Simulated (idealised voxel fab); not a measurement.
Module name: voxel released beams (process module)
Each square cell in cross-section cut measures 5 nm, and the section as a whole is 200 nm wide.
Just so we're on the same page, the cross-sections are grids of square cells, and they're listed out in bands top to bottom, each band one or more rows deep. Per band: top height and bottom height in nm, followed by the left-to-right materials and their widths in nm; "full width" marks a single material spanning edge to edge, "empty" marks empty space. Heights are measured from 0, the level below which the as-received wafer is all one material; the lowest band has no bottom and continues downward, written as in "from 0 down". Note: "30->40" means the width goes from the first number (top row of the band) to the second number (bottom row) in equal steps per row of cells. "stayed the same" after a step means that no cell of the cross-section changed. What "Unvented internal voids" gives you is every empty space of 8 cells or more that is cut off from the top. Each appears as width x height at distance, with the distance taken from the left edge and width, height and distance all in nm. It should be noted that, on the line of a given step, the content following the step's settings is a remark produced by the simulator itself with respect to that step. The optional step-line setting "overlay nm" applies to steps with a mask and quantifies how far to the right of its planned location the mask lay, a negative value indicating leftward placement.

# Process steps foreseen in the plan
1,op RECEIVE | material Si
2,op CONFORMAL_DEP | material SiN | thk nm 5
3,op DIRECTIONAL_DEP | material SiO2 | thk nm 15
4,op DIRECTIONAL_DEP | material aC | thk nm 15
5,op PATTERN | tone open | mask id ANCHOR | material resist | width nm 45 | thk nm 30 | overlay nm 0
6,op DIRECTIONAL_ETCH | etch materials aC | depth nm 15
7,op STRIP | etch materials resist
8,op DIRECTIONAL_ETCH | etch materials SiO2 | depth nm 15
9,op STRIP | etch materials aC
10,op CONFORMAL_DEP | material W | thk nm 15
11,op PATTERN | tone cover | mask id BEAM | material resist | width nm 90 | thk nm 20 | overlay nm 0
12,op DIRECTIONAL_ETCH | etch materials W | depth nm 15
13,op STRIP | etch materials resist
14,op STRIP | etch materials SiO2

# The first of two wafers, run as planned

# Cross-section, incoming material, after step 1
- from 0 down = Si full width
- Unvented internal voids: none

# Sectional view: wafer, after step 2
- from 5 to 0 = SiN full width
- below 0: unchanged

# Sectional view: wafer, after step 3
- from 20 to 5 = SiO2 full width
- below 5: unchanged

# Sectional view: wafer, after step 4
- from 35 to 20 = aC full width
- below 20: unchanged

# Sectional view: wafer, after step 5
- from 65 to 35 = resist=55  empty=45  resist=100
- below 35: unchanged

# Sectional view: wafer, after step 6
- from 50 to 35 = resist=55  empty=45  resist=100
- from 35 to 20 = aC=55  empty=45  aC=100
- below 20: unchanged

# Sectional view: wafer, after step 7
- from 35 to 20 = aC=55  empty=45  aC=100
- below 20: unchanged

# Sectional view: wafer, after step 8
- from 35 to 20 = aC=55  empty=45  aC=100
- from 20 to 5 = SiO2=55  empty=45  SiO2=100
- below 5: unchanged

# Sectional view: wafer, after step 9
- from 20 to 5 = SiO2=55  empty=45  SiO2=100
- below 5: unchanged

# Sectional view: wafer, after step 10
- from 35 to 20 = W=70  empty=15  W=115
- from 20 to 5 = SiO2=55  W=45  SiO2=100
- below 5: unchanged

# Sectional view: wafer, after step 11
- from 55 to 35 = empty=50  resist=90  empty=60
- from 35 to 20 = W=70  resist=15  W=115
- below 20: unchanged

# Sectional view: wafer, after step 12
- from 55 to 35 = empty=50  resist=90  empty=60
- from 35 to 20 = empty=50  W=20  resist=15  W=55  empty=60
- below 20: unchanged

# Sectional view: wafer, after step 13
- from 35 to 20 = empty=50  W=20  empty=15  W=55  empty=60
- below 20: unchanged

# Sectional view: wafer, after step 14
- from 35 to 20 = empty=50  W=20  empty=15  W=55  empty=60
- from 20 to 5 = empty=55  W=45  empty=100
- below 5: unchanged

# Second wafer - shared start and plan with the first - one error in running - same as the first up to step 10 inclusive

# X-section, second wafer, when step 11 was due to finish
- from 55 to 35 = empty=40  resist=90  empty=70
- from 35 to 20 = W=70  resist=15  W=115
- below 20: unchanged

# X-section, second wafer, when step 12 was due to finish
- from 55 to 35 = empty=40  resist=90  empty=70
- from 35 to 20 = empty=40  W=30  resist=15  W=45  empty=70
- below 20: unchanged

# X-section, second wafer, when step 13 was due to finish
- from 35 to 20 = empty=40  W=30  empty=15  W=45  empty=70
- below 20: unchanged

# X-section, second wafer, when step 14 was due to finish
- from 35 to 20 = empty=40  W=30  empty=15  W=45  empty=70
- from 20 to 5 = empty=55  W=45  empty=100
- below 5: unchanged
Processing error: step 11, actual vs plan mismatch, actual run op PATTERN | tone cover | mask id BEAM | material resist | width nm 90 | thk nm 20 | overlay nm -10
Final wafers compared: equal cell tally per material, rearranged layout.
